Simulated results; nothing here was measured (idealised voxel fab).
Title: Process Module voxel wiring stack
Pictured: cross-section cut, 290 nm wide, on a grid of 5 nm square cells.
In what follows, cross-sections appear as grids of square cells, described through bands that run from the top down, where every band is one or more rows of cells.
The band entry comprises the height of the band's top followed by the height of its bottom, expressed in nm, and subsequently the band's materials from left to right, each stated together with its width in nm. Where a single material is marked with the word "all across", that material fills the band from edge to edge. The word "blank" represents empty space.
Measure heights from 0. That's the level where, below it, the as-received wafer is all one material. The lowest band is bottomless and extends downward; write it as in "0 -> down".
The notation "30->40" denotes a width that varies across the rows of cells in the band, beginning at the first number in the top row, finishing at the second number in the bottom row, and changing by an identical amount from each row to the next.
It should be understood that the words "no modification", when stated for a given step, signify that the cross-section underwent no change in any of its cells during that step.
"Catalogued sealed voids" - sealed voids, min. 8 cells, no opening to top; format: width x height at distance (distance from left edge; nm throughout).
Text after the settings on a step's line: the simulator's own remark on that step.
When a step includes a mask, the "overlay nm" setting on its line states how far to the right of its planned place that mask lay, and negative values state how far to the left.

**Process steps - plan**
| 1 | RECEIVE: material Si |
| 2 | CONFORMAL_DEP: material SiO2, thk nm 15 |
| 3 | DIRECTIONAL_DEP: material TiN, thk nm 5 |
| 4 | DIRECTIONAL_DEP: material W, thk nm 20 |
| 5 | DIRECTIONAL_DEP: material aC, thk nm 10 |
| 6 | PATTERN: tone cover, mask id METAL_1, material resist, width nm 30, pitch nm 60, thk nm 25, overlay nm 0 |
| 7 | DIRECTIONAL_ETCH: etch materials aC, depth nm 10 |
| 8 | STRIP: etch materials resist |
| 9 | DIRECTIONAL_ETCH: etch materials W, depth nm 20 |
| 10 | DIRECTIONAL_ETCH: etch materials TiN, depth nm 5 |
| 11 | STRIP: etch materials aC |
| 12 | FILL_DEP: material SiO2, thk nm 5 |
| 13 | CMP: height nm 40 |
| 14 | CONFORMAL_DEP: material SiCN, thk nm 5 |
| 15 | DIRECTIONAL_DEP: material lowk, thk nm 30 |
| 16 | PATTERN: tone open, mask id METAL_2_HOLES, material resist, width nm 15, pitch nm 120, thk nm 15, overlay nm 0 |
| 17 | DIRECTIONAL_ETCH: etch materials lowk, depth nm 30 |
| 18 | STRIP: etch materials resist |
| 19 | PATTERN: tone open, mask id METAL_2, material resist, width nm 30, pitch nm 60, thk nm 20, overlay nm 0 |
| 20 | DIRECTIONAL_ETCH: etch materials lowk, depth nm 20 |
| 21 | DIRECTIONAL_ETCH: etch materials SiCN, depth nm 5 |
| 22 | STRIP: etch materials resist |
| 23 | CONFORMAL_DEP: material TiN, thk nm 5 |
| 24 | FILL_DEP: material Cu, thk nm 10 |
| 25 | CMP: height nm 75 |
| 26 | CONFORMAL_DEP: material SiCN, thk nm 5 |
| 27 | DIRECTIONAL_DEP: material SiO2, thk nm 15 |
| 28 | PATTERN: tone open, mask id PLUG_2, material resist, width nm 15, pitch nm 60, thk nm 15, overlay nm 0 |
| 29 | DIRECTIONAL_ETCH: etch materials SiO2, depth nm 15 |
| 30 | DIRECTIONAL_ETCH: etch materials SiCN, depth nm 5 |
| 31 | STRIP: etch materials resist |
| 32 | EPI: material Ru, thk nm 10 |
| 33 | EPI: material Ru, thk nm 10 |
| 34 | DIRECTIONAL_DEP: material TiN, thk nm 5 |
| 35 | DIRECTIONAL_DEP: material W, thk nm 20 |
| 36 | DIRECTIONAL_DEP: material aC, thk nm 10 |
| 37 | PATTERN: tone cover, mask id METAL_3, material resist, width nm 30, pitch nm 60, thk nm 25, overlay nm 0 |
| 38 | DIRECTIONAL_ETCH: etch materials aC, depth nm 10 |
| 39 | STRIP: etch materials resist |
| 40 | DIRECTIONAL_ETCH: etch materials W, depth nm 20 |
| 41 | DIRECTIONAL_ETCH: etch materials TiN, depth nm 5 |
| 42 | STRIP: etch materials aC |
| 43 | FILL_DEP: material lowk, thk nm 5 |
| 44 | CMP: height nm 120 |
| 45 | CONFORMAL_DEP: material SiCN, thk nm 5 |

**Wafer at receipt (post step 1), cross-section**
> 0 -> down | Si all across
> Catalogued sealed voids: none

**First of two wafers: cross-section at end of module, run per plan**
> 125 -> 120 | SiCN all across
> 120 -> 100 | lowk=70, then W=30, then lowk=30, then W=30, then lowk=30, then W=30, then lowk=70
> 100 -> 95 | lowk=70, then TiN=30, then lowk=30, then TiN=30, then lowk=30, then TiN=30, then lowk=70
> 95 -> 80 | SiO2=70, then Ru=15, then SiO2=45, then Ru=15, then SiO2=45, then Ru=15, then SiO2=85
> 80 -> 75 | SiCN=70, then Ru=15, then SiCN=45, then Ru=15, then SiCN=45, then Ru=15, then SiCN=85
> 75 -> 60 | lowk=70, then TiN=5, then Cu=20, then TiN=5, then lowk=30, then TiN=5, then Cu=20, then TiN=5, then lowk=30, then TiN=5, then Cu=20, then TiN=5, then lowk=70
> 60 -> 55 | lowk=70, then TiN=5, then Cu=5, then TiN=20, then lowk=30, then TiN=30, then lowk=30, then TiN=5, then Cu=5, then TiN=20, then lowk=70
> 55 -> 45 | lowk=70, then TiN=5, then Cu=5, then TiN=5, then lowk=105, then TiN=5, then Cu=5, then TiN=5, then lowk=85
> 45 -> 40 | SiCN=70, then TiN=15, then SiCN=105, then TiN=15, then SiCN=85
> 40 -> 20 | SiO2=70, then W=30, then SiO2=30, then W=30, then SiO2=30, then W=30, then SiO2=70
> 20 -> 15 | SiO2=70, then TiN=30, then SiO2=30, then TiN=30, then SiO2=30, then TiN=30, then SiO2=70
> 15 -> 0 | SiO2 all across
> 0 -> down | Si all across
> Catalogued sealed voids: none

**Cross-sectional image of the second wafer of the two following completion of the module. Starting state and process plan were the same as for the first wafer; one execution error occurred**
> 125 -> 120 | SiCN all across
> 120 -> 100 | lowk=70, then W=30, then lowk=30, then W=30, then lowk=30, then W=30, then lowk=70
> 100 -> 95 | lowk=70, then TiN=30, then lowk=30, then TiN=30, then lowk=30, then TiN=30, then lowk=70
> 95 -> 80 | SiO2=70, then Ru=15, then SiO2=45, then Ru=15, then SiO2=45, then Ru=15, then SiO2=85
> 80 -> 75 | SiCN=70, then Ru=15, then SiCN=45, then Ru=15, then SiCN=45, then Ru=15, then SiCN=85
> 75 -> 60 | lowk=70, then TiN=5, then Cu=20, then TiN=5, then lowk=30, then TiN=5, then Cu=20, then TiN=5, then lowk=30, then TiN=5, then Cu=20, then TiN=5, then lowk=70
> 60 -> 55 | lowk=70, then TiN=5, then Cu=5, then TiN=20, then lowk=30, then TiN=30, then lowk=30, then TiN=5, then Cu=5, then TiN=20, then lowk=70
> 55 -> 45 | lowk=70, then TiN=5, then Cu=5, then TiN=5, then lowk=105, then TiN=5, then Cu=5, then TiN=5, then lowk=85
> 45 -> 40 | SiCN=70, then TiN=15, then SiCN=105, then TiN=15, then SiCN=85
> 40 -> 20 | W=70, then SiO2=30, then W=30, then SiO2=30, then W=30, then SiO2=30, then W=70
> 20 -> 15 | TiN=70, then SiO2=30, then TiN=30, then SiO2=30, then TiN=30, then SiO2=30, then TiN=70
> 15 -> 0 | SiO2 all across
> 0 -> down | Si all across
> Catalogued sealed voids: none
Here's what went sideways: step 6: run off-plan, actual operation and settings PATTERN: tone open, mask id METAL_1, material resist, width nm 30, pitch nm 60, thk nm 25, overlay nm 0
Cell-count delta at end, second wafer over first, by material: 110 fewer of SiO2; 22 more of TiN; 88 more of W
